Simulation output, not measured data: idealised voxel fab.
process module | voxel tone inversion
cross-section cut | 245 nm wide | cells 5 nm
A cross-section is a grid of square cells, given in bands from the top down. A band is one or more rows of cells.
Each band's line starts with the height of the band's top and of its bottom, in nm. Then come its materials from left to right, each with its width in nm. One material with "throughout" fills the band from edge to edge. "air" is empty space.
Height 0 is the level under which the wafer as received is all one material. The lowest band goes on downwards, as in "0 down".
A width such as "30 to 40" changes by the same amount from each row of cells to the next, from the band's top row to its bottom row.
"no change" after a step means that no cell of the cross-section changed.
closed voids: empty space of 8 cells or more with no open way to the top, each as width x height at its distance from the left edge, in nm
after a step's settings: what the simulator itself notes on the step
overlay nm, on a step with a mask: how far to the right of its planned place the mask lay; to the left if negative
plan
1 op RECEIVE | material Si
2 op CONFORMAL_DEP | material SiN | thk nm 10
3 op DIRECTIONAL_DEP | material polySi | thk nm 15
4 op PATTERN | tone cover | mask id POSTS | material resist | width nm 20 | pitch nm 45 | thk nm 20 | overlay nm 0
5 op DIRECTIONAL_ETCH | etch materials polySi | depth nm 15
6 op STRIP | etch materials resist
7 op FILL_DEP | material SiO2 | thk nm 10
8 op CMP | height nm 25
9 op STRIP | etch materials polySi
10 op CONFORMAL_DEP | material TiN | thk nm 5
11 op FILL_DEP | material Cu | thk nm 5
12 op CMP | height nm 25
13 op CONFORMAL_DEP | material SiCN | thk nm 5
as received, after step 1
  0 down: Si throughout
  closed voids: none
first wafer at the end, as planned
  30 to 25: SiCN throughout
  25 to 15: SiO2 65 | TiN 5 | Cu 10 | TiN 5 | SiO2 25 | TiN 5 | Cu 10 | TiN 5 | SiO2 25 | TiN 5 | Cu 10 | TiN 5 | SiO2 70
  15 to 10: SiO2 65 | TiN 20 | SiO2 25 | TiN 20 | SiO2 25 | TiN 20 | SiO2 70
  10 to 0: SiN throughout
  0 down: Si throughout
  closed voids: none
second wafer at the end: like start, like plan, one mistake
  30 to 25: SiCN throughout
  25 to 15: SiO2 throughout
  15 to 0: SiO2 65 | polySi 20 | SiO2 25 | polySi 20 | SiO2 25 | polySi 20 | SiO2 70
  0 down: Si throughout
  closed voids: none
what went wrong: step 2 was left out
at the end the second wafer has, in cells: 12 fewer of Cu | 98 fewer of SiN | 98 more of SiO2 | 24 fewer of TiN | 36 more of polySi
